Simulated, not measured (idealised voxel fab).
Process module under the name voxel tone inversion
It is cross-section cut that appears here, measuring 155 nm in width, its square cells being 5 nm in size.
When this document writes out a cross-section, it uses a grid of square cells and lists it as bands, beginning at the top and moving down, with a band standing for one or more rows of cells. The entry gives the band's vertical extent as a top height and a bottom height in nm, then its horizontal make-up as materials from left to right, each with a width in nm. "empty" stands for empty space; a single material marked "everywhere" fills the band edge to edge. All heights in this document are referenced to 0, defined as the level beneath which the wafer, as received, consists entirely of one material. The lowest band is not bounded below; it extends indefinitely downward and is written in the form "0 down". With a width like "30->40", each row of cells in the band differs from the next by the same amount, the top row carrying the first number and the bottom row the second. Where a step carries "nothing got changed", the cross-section came out of it unchanged, cell for cell. If an empty space has no open way to the top and is at least 8 cells in size, "Listed closed voids" lists it, written width x height at distance, where distance is measured from the left edge and every value is in nm. Anything after a step's settings on that line? It's the simulator's own note about the step. Steps that use a mask can have "overlay nm" on their line. It says how far the mask sat to the right of where it was meant to be. Negative means to the left.

The steps planned for the process are as follows:
1) RECEIVE | material Si
2) CONFORMAL_DEP | material SiCN | thk nm 10
3) DIRECTIONAL_DEP | material aC | thk nm 25
4) PATTERN | tone cover | mask id POSTS | material resist | width nm 20 | pitch nm 40 | thk nm 30 | overlay nm 0
5) DIRECTIONAL_ETCH | etch materials aC | depth nm 25
6) STRIP | etch materials resist
7) FILL_DEP | material lowk | thk nm 5
8) CMP | height nm 35
9) STRIP | etch materials aC

Wafer cross-section on receipt, i.e. after step 1:
* 0 down  Si everywhere
* Listed closed voids: none

Cross-section taken at module completion on the first of two wafers; processed per the plan:
* 35 to 10  25 of lowk / 20 of empty / 20 of lowk / 20 of empty / 20 of lowk / 20 of empty / 30 of lowk
* 10 to 0  SiCN everywhere
* 0 down  Si everywhere
* Listed closed voids: none

Cross-section, wafer two of two, end of module: same start and plan as wafer one, one error in execution:
* 35 to 10  25 of lowk / 20 of empty / 20 of lowk / 20 of empty / 20 of lowk / 20 of empty / 30 of lowk
* 10 to 0  lowk everywhere
* 0 down  Si everywhere
* Listed closed voids: none
Run error: step 2 went in with a setting other than planned; the actual run was CONFORMAL_DEP | material lowk | thk nm 10
It is noted that, at the conclusion of processing, the second wafer exhibits a higher or lower cell count for certain materials relative to the first: SiCN: 62 fewer, lowk: 62 more
